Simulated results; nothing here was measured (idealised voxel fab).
Process module name: voxel local oxidation
The width of the displayed cross-section, cut, is 230 nm; its cells are square, with a size of 5 nm.
Format of a cross-section: grid, square cells. Given as bands. Order: top down. Band: one or more rows of cells.
Quick guide to a band line: top height, bottom height (nm) up front; then every material left to right with its width in nm. Only one material and it's marked "full width"? Then it fills the band edge to edge. And "air" just means empty space.
Measure heights from 0. That's the level where, below it, the as-received wafer is all one material. The lowest band is bottomless and extends downward; write it as in "0..down".
The expression "30..40" gives the width at the extremes of the band, the first number at its top row of cells and the second at its bottom row, with the width changing by equal amounts from each row to the next in between.
The designation "nothing was modified", where it is given for a processing step, indicates that no cell of the cross-section was altered in the course of that step.
"Closed void inventory" contains a list of empty spaces, each no smaller than 8 cells and without an open way to the top, written in the form width x height at distance with the distance from the left edge and all three in nm.
Formally, on a step line, whatever follows the settings is a remark that the simulator itself makes on the step.
overlay nm: where the mask lay relative to plan, measured to the right, on steps with a mask; negatives go left.
List of planned process steps
1. RECEIVE with material Si
2. CONFORMAL_DEP with material SiO2, thk nm 5
3. CONFORMAL_DEP with material SiN, thk nm 15
4. DIRECTIONAL_DEP with material aC, thk nm 15
5. PATTERN with tone cover, mask id ACTIVE, material resist, width nm 110, thk nm 30, overlay nm 0
6. DIRECTIONAL_ETCH with etch materials aC, depth nm 15
7. STRIP with etch materials resist
8. DIRECTIONAL_ETCH with etch materials SiN, depth nm 15
9. STRIP with etch materials aC
10. SELECTIVE_ETCH with etch materials SiO2, depth nm 5
11. OXIDIZE with depth nm 15
12. STRIP with etch materials SiN
Be aware that, although all wafers share a common starting state, the width nm at step 5 differs among them, and the plan displays the first wafer's value.
As received, i.e. after step 1: cross-section through the first of several wafers
    0..down | Si full width
    Closed void inventory: none
After the module's final step, step 12: the first of several wafers in cross-section
    5..0 | air 65 nm, SiO2 100 nm, air 65 nm
    0..-15 | SiO2 80 nm, Si 70 nm, SiO2 80 nm
    -15..down | Si full width
    Closed void inventory: none
End of module, last wafer sectioned
    5..0 | air 55 nm, SiO2 125 nm, air 50 nm
    0..-15 | SiO2 70 nm, Si 95 nm, SiO2 65 nm
    -15..down | Si full width
    Closed void inventory: none
The table below has one row for each wafer; a row shows, as of the end of the module, how many cells of each material the wafer has gained, marked (+), or lost, marked (-), since it was received, and then the wafer's closed voids
width nm 110, -96 Si, +116 SiO2, Closed void inventory: none
width nm 115, -93 Si, +114 SiO2, Closed void inventory: none
width nm 120, -90 Si, +112 SiO2, Closed void inventory: none
width nm 125, -87 Si, +110 SiO2, Closed void inventory: none
width nm 130, -84 Si, +108 SiO2, Closed void inventory: none
width nm 135, -81 Si, +106 SiO2, Closed void inventory: none
